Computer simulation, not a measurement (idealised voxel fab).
The process module that follows is named voxel quadruple lines.
Each square cell in cross-section cut measures 5 nm, and the section as a whole is 140 nm wide.
Notation: cross-section as square-cell grid; stated in bands, top first, going down; one or more cell rows per band.
In this notation a band is specified by the heights of its top and bottom, in that order and in nm, after which its materials appear from left to right, each paired with its width in nm. The word "full width" attached to a single material means that material fills the band from edge to edge; the word "air" stands for empty space.
It should be noted that heights are counted from 0, beneath which the wafer as supplied is of one material throughout, and that the lowest band possesses no lower boundary but continues downward, as written in "0 -> down".
A width given as "30->40" starts at the first number in the band's top row and ends at the second number in its bottom row, shifting by an equal amount at every step from row to row.
When a step is marked "no modifications", none of the cells in the cross-section changed during that step.
Look at "Closed cavities" for the closed voids: empty spaces with no open path to the top, sized 8 cells or up. Each is width x height at distance, distance from the left edge, all nm.
What comes after the settings on a step's line is commentary from the simulator itself on that step.
overlay nm: mask right of planned place by this much (step with mask). Neg. = left.
Process steps (planned):
step 1: RECEIVE | material Si
step 2: CONFORMAL_DEP | material SiO2 | thk nm 5
step 3: DIRECTIONAL_DEP | material TiN | thk nm 10
step 4: DIRECTIONAL_DEP | material polySi | thk nm 15
step 5: DIRECTIONAL_DEP | material aC | thk nm 20
step 6: PATTERN | tone cover | mask id MANDREL | material resist | width nm 35 | thk nm 25 | overlay nm 0
step 7: DIRECTIONAL_ETCH | etch materials aC | depth nm 20
step 8: STRIP | etch materials resist
step 9: CONFORMAL_DEP | material SiO2 | thk nm 15
step 10: DIRECTIONAL_ETCH | etch materials SiO2 | depth nm 15
step 11: STRIP | etch materials aC
step 12: DIRECTIONAL_ETCH | etch materials polySi | depth nm 15
step 13: STRIP | etch materials SiO2
step 14: CONFORMAL_DEP | material SiCN | thk nm 10
step 15: DIRECTIONAL_ETCH | etch materials SiCN | depth nm 10
step 16: STRIP | etch materials polySi
step 17: DIRECTIONAL_ETCH | etch materials TiN | depth nm 10
step 18: STRIP | etch materials SiCN
step 19: FILL_DEP | material SiO2 | thk nm 10
step 20: CMP | height nm 15
Cross-section of the wafer as it came to us, i.e., already through step 1:
    0 -> down: Si full width
    Closed cavities: none
Here's the cross-section of the first of our two wafers at the end of the module - it ran as planned:
    15 -> 5: 25 nm SiO2; 10 nm TiN; 15 nm SiO2; 10 nm TiN; 15 nm SiO2; 10 nm TiN; 15 nm SiO2; 10 nm TiN; 30 nm SiO2
    5 -> 0: SiO2 full width
    0 -> down: Si full width
    Closed cavities: none
Same start, same plan as the first wafer - but one mistake in the run. Cross-section of the second of the two at the end of the module:
    15 -> 5: polySi full width
    5 -> 0: SiO2 full width
    0 -> down: Si full width
    Closed cavities: none
What was done differently from what was planned? step 3 ran in the slot meant for step 4, and vice versa
Materials where the second wafer ends with more or fewer cells than the first: SiO2 -40, TiN -16, polySi +56
